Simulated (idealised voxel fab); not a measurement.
Documented hereafter: the process module known as voxel gate over fins.
Square cells of 5 nm make up the cross-section cut, whose width is 235 nm.
Cross-section format: a grid of square cells, given as bands from top to bottom; each band is one or more rows of cells.
Band: top and bottom heights (nm) first, top before bottom; then materials from left to right, widths in nm. "throughout" marks a sole material filling the band edge to edge. "empty" denotes empty space.
Counting heights begins at 0, where everything beneath is, in the wafer as received, one material. The lowest band has no bottom; it goes on downwards, as "0 -> down" shows.
Note: "30 to 40" means the width goes from the first number (top row of the band) to the second number (bottom row) in equal steps per row of cells.
Basically "identical to before" means that step didn't change any cell in the cross-section.
Enclosed voids (no open way to top), threshold 8 cells or more, entry "Closed cavities", notation width x height at distance, distance from left edge, nm.
Past the settings on a step's line: simulator remark, on that step.
"overlay nm" answers the question of how far to the right of plan the mask lay on a step that has a mask, and when it is negative the answer is to the left.

### Process steps foreseen in the plan
1. RECEIVE: material Si
2. CONFORMAL_DEP: material SiN, thk nm 10
3. PATTERN: tone cover, mask id FINS, material resist, width nm 15, pitch nm 45, thk nm 20, overlay nm 0
4. DIRECTIONAL_ETCH: etch materials SiN, depth nm 10
5. DIRECTIONAL_ETCH: etch materials Si, depth nm 40
6. STRIP: etch materials resist
7. FILL_DEP: material SiO2, thk nm 5
8. CMP: height nm 10
9. SELECTIVE_ETCH: etch materials SiO2, depth nm 25
10. STRIP: etch materials SiN
11. CONFORMAL_DEP: material HfO2, thk nm 5
12. CONFORMAL_DEP: material TiN, thk nm 5
13. CONFORMAL_DEP: material TiAl, thk nm 5
14. CONFORMAL_DEP: material TiN, thk nm 5
15. FILL_DEP: material W, thk nm 15
16. CMP: height nm 30
17. CONFORMAL_DEP: material SiN, thk nm 5

### First of two wafers, with the run carried out as planned

### Received-state cross-section, reflecting completion of step 1
    0 -> down = Si throughout
    Closed cavities: none

### Cross-section through the wafer, step 2 finished
    10 -> 0 = SiN throughout
    below 0: unchanged

### Cross-section through the wafer, step 3 finished
    30 -> 10 = empty: 85; resist: 15; empty: 30; resist: 15; empty: 90
    below 10: unchanged

### Cross-section through the wafer, step 4 finished
    30 -> 10 = empty: 85; resist: 15; empty: 30; resist: 15; empty: 90
    10 -> 0 = empty: 85; SiN: 15; empty: 30; SiN: 15; empty: 90
    below 0: unchanged

### Cross-section through the wafer, step 5 finished
    30 -> 10 = empty: 85; resist: 15; empty: 30; resist: 15; empty: 90
    10 -> 0 = empty: 85; SiN: 15; empty: 30; SiN: 15; empty: 90
    0 -> -40 = empty: 85; Si: 15; empty: 30; Si: 15; empty: 90
    below -40: unchanged

### Cross-section through the wafer, step 6 finished
    10 -> 0 = empty: 85; SiN: 15; empty: 30; SiN: 15; empty: 90
    below 0: unchanged

### Cross-section through the wafer, step 7 finished
    15 -> 10 = SiO2 throughout
    10 -> 0 = SiO2: 85; SiN: 15; SiO2: 30; SiN: 15; SiO2: 90
    0 -> -40 = SiO2: 85; Si: 15; SiO2: 30; Si: 15; SiO2: 90
    below -40: unchanged

### Cross-section through the wafer, step 8 finished
    10 -> 0 = SiO2: 85; SiN: 15; SiO2: 30; SiN: 15; SiO2: 90
    below 0: unchanged

### Cross-section through the wafer, step 9 finished
    10 -> 0 = empty: 85; SiN: 15; empty: 30; SiN: 15; empty: 90
    0 -> -15 = empty: 85; Si: 15; empty: 30; Si: 15; empty: 90
    below -15: unchanged

### Cross-section through the wafer, step 10 finished
    0 -> -15 = empty: 85; Si: 15; empty: 30; Si: 15; empty: 90
    below -15: unchanged

### Cross-section through the wafer, step 11 finished
    5 -> 0 = empty: 80; HfO2: 25; empty: 20; HfO2: 25; empty: 85
    0 -> -10 = empty: 80; HfO2: 5; Si: 15; HfO2: 5; empty: 20; HfO2: 5; Si: 15; HfO2: 5; empty: 85
    -10 -> -15 = HfO2: 85; Si: 15; HfO2: 30; Si: 15; HfO2: 90
    below -15: unchanged

### Cross-section through the wafer, step 12 finished
    10 -> 5 = empty: 75; TiN: 35; empty: 10; TiN: 35; empty: 80
    5 -> 0 = empty: 75; TiN: 5; HfO2: 25; TiN: 5; empty: 10; TiN: 5; HfO2: 25; TiN: 5; empty: 80
    0 -> -5 = empty: 75; TiN: 5; HfO2: 5; Si: 15; HfO2: 5; TiN: 5; empty: 10; TiN: 5; HfO2: 5; Si: 15; HfO2: 5; TiN: 5; empty: 80
    -5 -> -10 = TiN: 80; HfO2: 5; Si: 15; HfO2: 5; TiN: 20; HfO2: 5; Si: 15; HfO2: 5; TiN: 85
    below -10: unchanged

### Cross-section through the wafer, step 13 finished
    15 -> 10 = empty: 70; TiAl: 90; empty: 75
    10 -> 5 = empty: 70; TiAl: 5; TiN: 35; TiAl: 10; TiN: 35; TiAl: 5; empty: 75
    5 -> 0 = empty: 70; TiAl: 5; TiN: 5; HfO2: 25; TiN: 5; TiAl: 10; TiN: 5; HfO2: 25; TiN: 5; TiAl: 5; empty: 75
    0 -> -5 = TiAl: 75; TiN: 5; HfO2: 5; Si: 15; HfO2: 5; TiN: 5; TiAl: 10; TiN: 5; HfO2: 5; Si: 15; HfO2: 5; TiN: 5; TiAl: 80
    below -5: unchanged

### Cross-section through the wafer, step 14 finished
    20 -> 15 = empty: 65; TiN: 100; empty: 70
    15 -> 10 = empty: 65; TiN: 5; TiAl: 90; TiN: 5; empty: 70
    10 -> 5 = empty: 65; TiN: 5; TiAl: 5; TiN: 35; TiAl: 10; TiN: 35; TiAl: 5; TiN: 5; empty: 70
    5 -> 0 = TiN: 70; TiAl: 5; TiN: 5; HfO2: 25; TiN: 5; TiAl: 10; TiN: 5; HfO2: 25; TiN: 5; TiAl: 5; TiN: 75
    below 0: unchanged

### Cross-section through the wafer, step 15 finished
    35 -> 20 = W throughout
    20 -> 15 = W: 65; TiN: 100; W: 70
    15 -> 10 = W: 65; TiN: 5; TiAl: 90; TiN: 5; W: 70
    10 -> 5 = W: 65; TiN: 5; TiAl: 5; TiN: 35; TiAl: 10; TiN: 35; TiAl: 5; TiN: 5; W: 70
    below 5: unchanged

### Cross-section through the wafer, step 16 finished
    30 -> 20 = W throughout
    below 20: unchanged

### Cross-section through the wafer, step 17 finished
    35 -> 30 = SiN throughout
    below 30: unchanged

### Second wafer: same start and same plan as the first, one execution error; identical to the first through step 4

### Cross-section of the second wafer when, according to plan, step 5 should have finished
    30 -> 10 = empty: 85; resist: 15; empty: 30; resist: 15; empty: 90
    10 -> 0 = empty: 85; SiN: 15; empty: 30; SiN: 15; empty: 90
    0 -> -80 = empty: 85; Si: 15; empty: 30; Si: 15; empty: 90
    below -80: unchanged

### Cross-section of the second wafer when, according to plan, step 6 should have finished
    10 -> 0 = empty: 85; SiN: 15; empty: 30; SiN: 15; empty: 90
    below 0: unchanged

### Cross-section of the second wafer when, according to plan, step 7 should have finished
    15 -> 10 = SiO2 throughout
    10 -> 0 = SiO2: 85; SiN: 15; SiO2: 30; SiN: 15; SiO2: 90
    0 -> -80 = SiO2: 85; Si: 15; SiO2: 30; Si: 15; SiO2: 90
    below -80: unchanged

### Cross-section of the second wafer when, according to plan, step 8 should have finished
    10 -> 0 = SiO2: 85; SiN: 15; SiO2: 30; SiN: 15; SiO2: 90
    below 0: unchanged

### Cross-section of the second wafer when, according to plan, step 9 should have finished
    10 -> 0 = empty: 85; SiN: 15; empty: 30; SiN: 15; empty: 90
    0 -> -15 = empty: 85; Si: 15; empty: 30; Si: 15; empty: 90
    below -15: unchanged

### Cross-section of the second wafer when, according to plan, step 10 should have finished
    0 -> -15 = empty: 85; Si: 15; empty: 30; Si: 15; empty: 90
    below -15: unchanged

### Cross-section of the second wafer when, according to plan, step 11 should have finished
    5 -> 0 = empty: 80; HfO2: 25; empty: 20; HfO2: 25; empty: 85
    0 -> -10 = empty: 80; HfO2: 5; Si: 15; HfO2: 5; empty: 20; HfO2: 5; Si: 15; HfO2: 5; empty: 85
    -10 -> -15 = HfO2: 85; Si: 15; HfO2: 30; Si: 15; HfO2: 90
    below -15: unchanged

### Cross-section of the second wafer when, according to plan, step 12 should have finished
    10 -> 5 = empty: 75; TiN: 35; empty: 10; TiN: 35; empty: 80
    5 -> 0 = empty: 75; TiN: 5; HfO2: 25; TiN: 5; empty: 10; TiN: 5; HfO2: 25; TiN: 5; empty: 80
    0 -> -5 = empty: 75; TiN: 5; HfO2: 5; Si: 15; HfO2: 5; TiN: 5; empty: 10; TiN: 5; HfO2: 5; Si: 15; HfO2: 5; TiN: 5; empty: 80
    -5 -> -10 = TiN: 80; HfO2: 5; Si: 15; HfO2: 5; TiN: 20; HfO2: 5; Si: 15; HfO2: 5; TiN: 85
    below -10: unchanged

### Cross-section of the second wafer when, according to plan, step 13 should have finished
    15 -> 10 = empty: 70; TiAl: 90; empty: 75
    10 -> 5 = empty: 70; TiAl: 5; TiN: 35; TiAl: 10; TiN: 35; TiAl: 5; empty: 75
    5 -> 0 = empty: 70; TiAl: 5; TiN: 5; HfO2: 25; TiN: 5; TiAl: 10; TiN: 5; HfO2: 25; TiN: 5; TiAl: 5; empty: 75
    0 -> -5 = TiAl: 75; TiN: 5; HfO2: 5; Si: 15; HfO2: 5; TiN: 5; TiAl: 10; TiN: 5; HfO2: 5; Si: 15; HfO2: 5; TiN: 5; TiAl: 80
    below -5: unchanged

### Cross-section of the second wafer when, according to plan, step 14 should have finished
    20 -> 15 = empty: 65; TiN: 100; empty: 70
    15 -> 10 = empty: 65; TiN: 5; TiAl: 90; TiN: 5; empty: 70
    10 -> 5 = empty: 65; TiN: 5; TiAl: 5; TiN: 35; TiAl: 10; TiN: 35; TiAl: 5; TiN: 5; empty: 70
    5 -> 0 = TiN: 70; TiAl: 5; TiN: 5; HfO2: 25; TiN: 5; TiAl: 10; TiN: 5; HfO2: 25; TiN: 5; TiAl: 5; TiN: 75
    below 0: unchanged

### Cross-section of the second wafer when, according to plan, step 15 should have finished
    35 -> 20 = W throughout
    20 -> 15 = W: 65; TiN: 100; W: 70
    15 -> 10 = W: 65; TiN: 5; TiAl: 90; TiN: 5; W: 70
    10 -> 5 = W: 65; TiN: 5; TiAl: 5; TiN: 35; TiAl: 10; TiN: 35; TiAl: 5; TiN: 5; W: 70
    below 5: unchanged

### Cross-section of the second wafer when, according to plan, step 16 should have finished
    30 -> 20 = W throughout
    below 20: unchanged

### Cross-section of the second wafer when, according to plan, step 17 should have finished
    35 -> 30 = SiN throughout
    below 30: unchanged
Nonconformance to the process plan: plan step 5 was twice executed
Final difference in cells, second wafer against first, listed per material as more or fewer: 328 fewer of Si, 328 more of SiO2
